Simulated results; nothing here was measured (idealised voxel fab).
process module | voxel capacitor over wiring
cross-section cut | 235 nm wide | cells 5 nm
A cross-section is a grid of square cells, given in bands from the top down. A band is one or more rows of cells.
Each band's line starts with the height of the band's top and of its bottom, in nm. Then come its materials from left to right, each with its width in nm. One material with "throughout" fills the band from edge to edge. "air" is empty space.
Height 0 is the level under which the wafer as received is all one material. The lowest band goes on downwards, as in "0 down".
A width such as "30 to 40" changes by the same amount from each row of cells to the next, from the band's top row to its bottom row.
"no change" after a step means that no cell of the cross-section changed.
closed voids: empty space of 8 cells or more with no open way to the top, each as width x height at its distance from the left edge, in nm
after a step's settings: what the simulator itself notes on the step
overlay nm, on a step with a mask: how far to the right of its planned place the mask lay; to the left if negative
plan
1 op RECEIVE | material Si
2 op CONFORMAL_DEP | material SiO2 | thk nm 15
3 op CONFORMAL_DEP | material SiN | thk nm 5
4 op DIRECTIONAL_DEP | material SiO2 | thk nm 15
5 op DIRECTIONAL_DEP | material aC | thk nm 10
6 op PATTERN | tone open | mask id METAL_1 | material resist | width nm 25 | pitch nm 90 | thk nm 30 | overlay nm 0
7 op DIRECTIONAL_ETCH | etch materials aC | depth nm 10
8 op STRIP | etch materials resist
9 op DIRECTIONAL_ETCH | etch materials SiO2 | depth nm 15
10 op DIRECTIONAL_ETCH | etch materials SiN | depth nm 5
11 op STRIP | etch materials aC
12 op CONFORMAL_DEP | material TiN | thk nm 5
13 op FILL_DEP | material Cu | thk nm 5
14 op CMP | height nm 35
15 op EPI | material Ru | thk nm 5
16 op FILL_DEP | material SiCN | thk nm 5
17 op DIRECTIONAL_DEP | material lowk | thk nm 15
18 op DIRECTIONAL_DEP | material aC | thk nm 10
19 op PATTERN | tone open | mask id PLUG_1 | material resist | width nm 15 | thk nm 30 | overlay nm 0
20 op DIRECTIONAL_ETCH | etch materials aC | depth nm 10
21 op STRIP | etch materials resist
22 op DIRECTIONAL_ETCH | etch materials lowk | depth nm 15
23 op DIRECTIONAL_ETCH | etch materials SiCN | depth nm 5
24 op STRIP | etch materials aC
25 op EPI | material Ru | thk nm 10
26 op EPI | material Ru | thk nm 10
27 op DIRECTIONAL_DEP | material TiN | thk nm 5
28 op DIRECTIONAL_DEP | material Al2O3 | thk nm 5
29 op DIRECTIONAL_DEP | material TiN | thk nm 10
30 op MASKED_ETCH | tone cover | mask id UPPER_PLATE | width nm 70 | etch materials TiN | depth nm 10 | overlay nm 0
31 op MASKED_ETCH | tone cover | mask id UPPER_PLATE | width nm 70 | etch materials Al2O3 | depth nm 5 | overlay nm 0
32 op DIRECTIONAL_DEP | material aC | thk nm 15
33 op PATTERN | tone cover | mask id LOWER_PLATE | material resist | width nm 80 | thk nm 35 | overlay nm 0
34 op DIRECTIONAL_ETCH | etch materials aC | depth nm 15
35 op STRIP | etch materials resist
36 op DIRECTIONAL_ETCH | etch materials TiN | depth nm 5
37 op STRIP | etch materials aC
38 op FILL_DEP | material SiO2 | thk nm 15
39 op CMP | height nm 90
40 op DIRECTIONAL_DEP | material aC | thk nm 15
41 op PATTERN | tone open | mask id PLUG_2 | material resist | width nm 15 | thk nm 35 | overlay nm 0
42 op DIRECTIONAL_ETCH | etch materials aC | depth nm 15
43 op STRIP | etch materials resist
44 op DIRECTIONAL_ETCH | etch materials SiO2 | depth nm 10
45 op STRIP | etch materials aC
46 op CONFORMAL_DEP | material TiN | thk nm 5
47 op FILL_DEP | material Ru | thk nm 5
48 op CMP | height nm 90
49 op CONFORMAL_DEP | material SiCN | thk nm 5
varied across the wafers: width nm of step 41. The plan shows the first wafer's value. All wafers start alike
first wafer as received, after step 1
  0 down: Si throughout
  closed voids: none
first wafer at the end, after step 49
  95 to 90: SiCN throughout
  90 to 85: SiO2 80 | TiN 5 | Ru 5 | TiN 5 | SiO2 140
  85 to 80: SiO2 80 | TiN 15 | SiO2 140
  80 to 70: SiO2 70 | TiN 70 | SiO2 95
  70 to 65: SiO2 70 | Al2O3 70 | SiO2 95
  65 to 60: SiO2 65 | TiN 80 | SiO2 90
  60 to 45: lowk 70 | Ru 15 | lowk 150
  45 to 40: SiCN 70 | Ru 15 | SiCN 150
  40 to 35: SiCN 55 | Ru 35 | SiCN 55 | Ru 35 | SiCN 55
  35 to 20: SiO2 60 | TiN 5 | Cu 15 | TiN 5 | SiO2 65 | TiN 5 | Cu 15 | TiN 5 | SiO2 60
  20 to 15: SiN 60 | TiN 25 | SiN 65 | TiN 25 | SiN 60
  15 to 0: SiO2 throughout
  0 down: Si throughout
  closed voids: none
last wafer at the end
  95 to 90: SiCN throughout
  90 to 85: SiO2 75 | TiN 5 | Ru 20 | TiN 5 | SiO2 130
  85 to 80: SiO2 75 | TiN 30 | SiO2 130
  80 to 70: SiO2 70 | TiN 70 | SiO2 95
  70 to 65: SiO2 70 | Al2O3 70 | SiO2 95
  65 to 60: SiO2 65 | TiN 80 | SiO2 90
  60 to 45: lowk 70 | Ru 15 | lowk 150
  45 to 40: SiCN 70 | Ru 15 | SiCN 150
  40 to 35: SiCN 55 | Ru 35 | SiCN 55 | Ru 35 | SiCN 55
  35 to 20: SiO2 60 | TiN 5 | Cu 15 | TiN 5 | SiO2 65 | TiN 5 | Cu 15 | TiN 5 | SiO2 60
  20 to 15: SiN 60 | TiN 25 | SiN 65 | TiN 25 | SiN 60
  15 to 0: SiO2 throughout
  0 down: Si throughout
  closed voids: none
each wafer at the end: cells of each material gained (+) or lost (-) since it was received, then its closed voids
width nm 15 | +14 Al2O3 | +18 Cu | +27 Ru | +124 SiCN | +37 SiN | +470 SiO2 | +71 TiN | +132 lowk | closed voids: none
width nm 20 | +14 Al2O3 | +18 Cu | +28 Ru | +124 SiCN | +37 SiN | +468 SiO2 | +72 TiN | +132 lowk | closed voids: none
width nm 25 | +14 Al2O3 | +18 Cu | +29 Ru | +124 SiCN | +37 SiN | +466 SiO2 | +73 TiN | +132 lowk | closed voids: none
width nm 30 | +14 Al2O3 | +18 Cu | +30 Ru | +124 SiCN | +37 SiN | +464 SiO2 | +74 TiN | +132 lowk | closed voids: none
